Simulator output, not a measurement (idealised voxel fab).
This is a process module. Its name is voxel double patterning.
Displayed cross-section: cut, width of 230 nm, square cells sized 5 nm.
Throughout this document, each cross-section is represented as a grid of square cells and is presented as a sequence of bands enumerated from the top downward, where a band comprises one or more rows of cells.
Per band: top height and bottom height in nm, followed by the left-to-right materials and their widths in nm; "edge to edge" marks a single material spanning edge to edge, "empty" marks empty space.
Heights are measured from 0, the level below which the as-received wafer is all one material; the lowest band has no bottom and continues downward, written as in "0 -> down".
Width "30 to 40": first value at the band's top row of cells, second value at its bottom row, equal change from row to row.
It should be understood that the words "stayed the same", when stated for a given step, signify that the cross-section underwent no change in any of its cells during that step.
Basically, "Tabulated closed voids" tells you about the enclosed voids: empty spaces with no open way to the top, 8 cells or bigger, each written width x height at distance, where distance is from the left edge, all in nm.
Text after the settings on a step's line: the simulator's own remark on that step.
If you see "overlay nm" on a step's line and that step has a mask, it's telling you how far right of where it was planned the mask ended up; a negative number means it went left instead.

**Process steps foreseen in the plan**
1) RECEIVE | material Si
2) CONFORMAL_DEP | material SiO2 | thk nm 10
3) DIRECTIONAL_DEP | material W | thk nm 15
4) DIRECTIONAL_DEP | material SiCN | thk nm 5
5) MASKED_ETCH | tone open | mask id FIRST | width nm 15 | pitch nm 50 | etch materials SiCN | depth nm 5 | overlay nm -15
6) DIRECTIONAL_DEP | material aC | thk nm 10
7) PATTERN | tone open | mask id SECOND | material resist | width nm 15 | pitch nm 50 | thk nm 30 | overlay nm 0
8) DIRECTIONAL_ETCH | etch materials aC | depth nm 10
9) STRIP | etch materials resist
10) DIRECTIONAL_ETCH | etch materials SiCN | depth nm 5
11) STRIP | etch materials aC
12) DIRECTIONAL_ETCH | etch materials W | depth nm 15
13) STRIP | etch materials SiCN
For clarity, it should be stated that the wafers under discussion commence in an identical condition and differ with respect to the overlay nm of step 5, the plan indicating the value that the first wafer had.

**The first of several wafers, as received after step 1, seen in section**
	0 -> down = Si edge to edge
	Tabulated closed voids: none

**First of several wafers: cross-section at the end of the module, after step 13, its last step**
	25 -> 10 = 40 nm W; 15 nm empty; 25 nm W; 25 nm empty; 25 nm W; 25 nm empty; 75 nm W
	10 -> 0 = SiO2 edge to edge
	0 -> down = Si edge to edge
	Tabulated closed voids: none

**Here we cross-sectioned the last of the wafers once the module was done**
	25 -> 10 = 70 nm W; 25 nm empty; 25 nm W; 25 nm empty; 25 nm W; 15 nm empty; 45 nm W
	10 -> 0 = SiO2 edge to edge
	0 -> down = Si edge to edge
	Tabulated closed voids: none

**Every row in this table is a wafer at the end of the module, and it gives, for each of the materials, the cells that wafer has gained (+) or lost (-) since it was received, then its closed voids**
overlay nm -15 | +92 SiO2 | +99 W | Tabulated closed voids: none
overlay nm -10 | +92 SiO2 | +93 W | Tabulated closed voids: none
overlay nm -5 | +92 SiO2 | +93 W | Tabulated closed voids: none
overlay nm 0 | +92 SiO2 | +93 W | Tabulated closed voids: none
overlay nm 5 | +92 SiO2 | +93 W | Tabulated closed voids: none
overlay nm 10 | +92 SiO2 | +93 W | Tabulated closed voids: none
overlay nm 15 | +92 SiO2 | +99 W | Tabulated closed voids: none
